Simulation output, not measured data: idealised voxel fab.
Process module under the name voxel fin reveal
In the cross-section labelled cut, the width is 160 nm and each square cell is 5 nm.
A cross-section is written here as square cells arranged in a grid, and it is given in bands from the top down, each band taking up one or more rows of cells.
Heights first: top, then bottom, in nm. Then materials, left to right, each with a width in nm. "edge to edge" on a single material: fills the band edge to edge. "empty": empty space.
Measure heights from 0. That's the level where, below it, the as-received wafer is all one material. The lowest band is bottomless and extends downward; write it as in "0..down".
Note: "30->40" means the width goes from the first number (top row of the band) to the second number (bottom row) in equal steps per row of cells.
Step note "changes: none" = no cross-section cell changed.
For the entry "Voids, fully enclosed", the listed items are empty spaces with no open way to the top whose size is 8 cells or more; each item follows the pattern width x height at distance, where distance is from the left edge and all three are in nm.
If you see something after the settings on a step's line, that's the simulator's own remark about that step.
Each step line may optionally specify "overlay nm", which for a step with a mask gives the rightward distance between the mask's planned place and where it lay, a negative value indicating the leftward direction.
Here's what the planned process steps look like
1) RECEIVE,material Si
2) CONFORMAL_DEP,material SiN,thk nm 10
3) DIRECTIONAL_DEP,material aC,thk nm 15
4) PATTERN,tone cover,mask id FINS,material resist,width nm 15,pitch nm 40,thk nm 35,overlay nm 0
5) DIRECTIONAL_ETCH,etch materials aC,depth nm 15
6) STRIP,etch materials resist
7) DIRECTIONAL_ETCH,etch materials SiN,depth nm 10
8) DIRECTIONAL_ETCH,etch materials Si,depth nm 30
9) STRIP,etch materials aC
10) FILL_DEP,material SiO2,thk nm 15
11) CMP,height nm 10
12) SELECTIVE_ETCH,etch materials SiO2,depth nm 25
13) STRIP,etch materials SiN
14) CONFORMAL_DEP,material HfO2,thk nm 5
Below: the first of two wafers, run as planned
Cross-section: wafer on arrival = after step 1
> 0..down | Si edge to edge
> Voids, fully enclosed: none
The wafer, seen in cross-section, after step 2
> 10..0 | SiN edge to edge
> Below a height of 0, the structure has not been altered.
The wafer, seen in cross-section, after step 3
> 25..10 | aC edge to edge
> Below a height of 10, the structure has not been altered.
The wafer, seen in cross-section, after step 4
> 60..25 | empty 30 nm; resist 15 nm; empty 25 nm; resist 15 nm; empty 25 nm; resist 15 nm; empty 35 nm
> Below a height of 25, the structure has not been altered.
The wafer, seen in cross-section, after step 5
> 45..25 | empty 30 nm; resist 15 nm; empty 25 nm; resist 15 nm; empty 25 nm; resist 15 nm; empty 35 nm
> 25..10 | empty 30 nm; aC 15 nm; empty 25 nm; aC 15 nm; empty 25 nm; aC 15 nm; empty 35 nm
> Below a height of 10, the structure has not been altered.
The wafer, seen in cross-section, after step 6
> 25..10 | empty 30 nm; aC 15 nm; empty 25 nm; aC 15 nm; empty 25 nm; aC 15 nm; empty 35 nm
> Below a height of 10, the structure has not been altered.
The wafer, seen in cross-section, after step 7
> 25..10 | empty 30 nm; aC 15 nm; empty 25 nm; aC 15 nm; empty 25 nm; aC 15 nm; empty 35 nm
> 10..0 | empty 30 nm; SiN 15 nm; empty 25 nm; SiN 15 nm; empty 25 nm; SiN 15 nm; empty 35 nm
> Below a height of 0, the structure has not been altered.
The wafer, seen in cross-section, after step 8
> 25..10 | empty 30 nm; aC 15 nm; empty 25 nm; aC 15 nm; empty 25 nm; aC 15 nm; empty 35 nm
> 10..0 | empty 30 nm; SiN 15 nm; empty 25 nm; SiN 15 nm; empty 25 nm; SiN 15 nm; empty 35 nm
> 0..-30 | empty 30 nm; Si 15 nm; empty 25 nm; Si 15 nm; empty 25 nm; Si 15 nm; empty 35 nm
> Below a height of -30, the structure has not been altered.
The wafer, seen in cross-section, after step 9
> 10..0 | empty 30 nm; SiN 15 nm; empty 25 nm; SiN 15 nm; empty 25 nm; SiN 15 nm; empty 35 nm
> Below a height of 0, the structure has not been altered.
The wafer, seen in cross-section, after step 10
> 25..10 | SiO2 edge to edge
> 10..0 | SiO2 30 nm; SiN 15 nm; SiO2 25 nm; SiN 15 nm; SiO2 25 nm; SiN 15 nm; SiO2 35 nm
> 0..-30 | SiO2 30 nm; Si 15 nm; SiO2 25 nm; Si 15 nm; SiO2 25 nm; Si 15 nm; SiO2 35 nm
> Below a height of -30, the structure has not been altered.
The wafer, seen in cross-section, after step 11
> 10..0 | SiO2 30 nm; SiN 15 nm; SiO2 25 nm; SiN 15 nm; SiO2 25 nm; SiN 15 nm; SiO2 35 nm
> Below a height of 0, the structure has not been altered.
The wafer, seen in cross-section, after step 12
> 10..0 | empty 30 nm; SiN 15 nm; empty 25 nm; SiN 15 nm; empty 25 nm; SiN 15 nm; empty 35 nm
> 0..-15 | empty 30 nm; Si 15 nm; empty 25 nm; Si 15 nm; empty 25 nm; Si 15 nm; empty 35 nm
> Below a height of -15, the structure has not been altered.
The wafer, seen in cross-section, after step 13
> 0..-15 | empty 30 nm; Si 15 nm; empty 25 nm; Si 15 nm; empty 25 nm; Si 15 nm; empty 35 nm
> Below a height of -15, the structure has not been altered.
The wafer, seen in cross-section, after step 14
> 5..0 | empty 25 nm; HfO2 25 nm; empty 15 nm; HfO2 25 nm; empty 15 nm; HfO2 25 nm; empty 30 nm
> 0..-10 | empty 25 nm; HfO2 5 nm; Si 15 nm; HfO2 5 nm; empty 15 nm; HfO2 5 nm; Si 15 nm; HfO2 5 nm; empty 15 nm; HfO2 5 nm; Si 15 nm; HfO2 5 nm; empty 30 nm
> -10..-15 | HfO2 30 nm; Si 15 nm; HfO2 25 nm; Si 15 nm; HfO2 25 nm; Si 15 nm; HfO2 35 nm
> Below a height of -15, the structure has not been altered.
For the second wafer, take the first wafer's start and plan, then add one mistake made in running it; everything through step 13, that step included, is shared with the first
Second wafer at the planned finish of step 14, seen in cross-section
> 5..0 | empty 25 nm; SiO2 25 nm; empty 15 nm; SiO2 25 nm; empty 15 nm; SiO2 25 nm; empty 30 nm
> 0..-10 | empty 25 nm; SiO2 5 nm; Si 15 nm; SiO2 5 nm; empty 15 nm; SiO2 5 nm; Si 15 nm; SiO2 5 nm; empty 15 nm; SiO2 5 nm; Si 15 nm; SiO2 5 nm; empty 30 nm
> -10..-30 | SiO2 30 nm; Si 15 nm; SiO2 25 nm; Si 15 nm; SiO2 25 nm; Si 15 nm; SiO2 35 nm
> Below a height of -30, the structure has not been altered.
Finding, execution versus plan: step 14 did not happen as planned, as run it was CONFORMAL_DEP,material SiO2,thk nm 5
End check, counted in cells, second wafer has more or fewer of these materials than the first: HfO2: 50 fewer; SiO2: 50 more
